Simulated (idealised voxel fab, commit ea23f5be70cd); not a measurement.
Name of the process module below: voxel self aligned vias
FYI the section here is cut, 170 nm wide, cells are 5 nm squares.
If you're reading a cross-section in this doc, picture square cells in a grid; it comes to you as bands, top ones listed first down to the bottom, and a band can be one or more rows of cells.
What a band's entry tells you: where the top is and where the bottom is, as heights in nm, and after that what lies inside, material by material from left to right, each with its width in nm. Empty space is written as the word "empty", and a single material marked with the word "edge to edge" occupies the band from edge to edge.
It should be noted that heights are counted from 0, beneath which the wafer as supplied is of one material throughout, and that the lowest band possesses no lower boundary but continues downward, as written in "0 and below".
Per-row width for "30 to 40": begins at first number (top row of band), ends at second number (bottom row), increment between rows held constant.
"all unchanged" -> step changed no cross-section cell.
Entry "Cavities, sealed". Content: empty spaces with no open connection to the top, size 8 cells or greater. Each: width x height at distance. Distance: from left edge. Unit: nm.
Anything after a step's settings on that line? It's the simulator's own note about the step.
On any step carrying a mask, the "overlay nm" setting, if present on the step's line, tells how far right of its planned place the mask lay; negative values point to the left.
## Set out below are the planned steps of the process
1) RECEIVE: material Si
2) CONFORMAL_DEP: material SiO2, thk nm 15
3) CONFORMAL_DEP: material SiCN, thk nm 5
4) DIRECTIONAL_DEP: material lowk, thk nm 30
5) PATTERN: tone open, mask id LINES, material resist, width nm 25, pitch nm 50, thk nm 20, overlay nm 0
6) DIRECTIONAL_ETCH: etch materials lowk, depth nm 30
7) STRIP: etch materials resist
8) CONFORMAL_DEP: material TiN, thk nm 5
9) FILL_DEP: material W, thk nm 5
10) CMP: height nm 50
11) SELECTIVE_ETCH: etch materials W Ru TiN, depth nm 5
12) FILL_DEP: material SiN, thk nm 5
13) CMP: height nm 50
14) DIRECTIONAL_DEP: material lowk, thk nm 15
15) MASKED_ETCH: tone open, mask id VIAS, width nm 35, pitch nm 100, etch materials lowk, depth nm 15, overlay nm 0
16) MASKED_ETCH: tone open, mask id VIAS, width nm 35, pitch nm 100, etch materials SiN, depth nm 5, overlay nm 0
17) CONFORMAL_DEP: material TiN, thk nm 5
18) FILL_DEP: material W, thk nm 10
19) CMP: height nm 65
20) CONFORMAL_DEP: material SiN, thk nm 5
## Cross-sectional view of the wafer in its as-received condition, corresponding to the state after step 1
    0 and below: Si edge to edge
    Cavities, sealed: none
## Starting structure and process plan are as shown above, but one mistake was made in running the module; the wafer cross-section at the end of the module follows
    70 down to 65: SiN edge to edge
    65 down to 55: 15 of lowk, then 5 of TiN, then 25 of W, then 5 of TiN, then 65 of lowk, then 5 of TiN, then 25 of W, then 5 of TiN, then 20 of lowk
    55 down to 50: 15 of lowk, then 35 of TiN, then 65 of lowk, then 35 of TiN, then 20 of lowk
    50 down to 45: 15 of SiN, then 5 of TiN, then 25 of lowk, then 5 of TiN, then 20 of SiN, then 25 of lowk, then 20 of SiN, then 5 of TiN, then 25 of lowk, then 5 of TiN, then 20 of SiN
    45 down to 25: 15 of W, then 5 of TiN, then 25 of lowk, then 5 of TiN, then 15 of W, then 5 of TiN, then 25 of lowk, then 5 of TiN, then 15 of W, then 5 of TiN, then 25 of lowk, then 5 of TiN, then 20 of W
    25 down to 20: 20 of TiN, then 25 of lowk, then 25 of TiN, then 25 of lowk, then 25 of TiN, then 25 of lowk, then 25 of TiN
    20 down to 15: SiCN edge to edge
    15 down to 0: SiO2 edge to edge
    0 and below: Si edge to edge
    Cavities, sealed: none
What broke from the plan during processing? step 5, actual vs plan mismatch, actual run PATTERN: tone cover, mask id LINES, material resist, width nm 25, pitch nm 50, thk nm 20, overlay nm 0
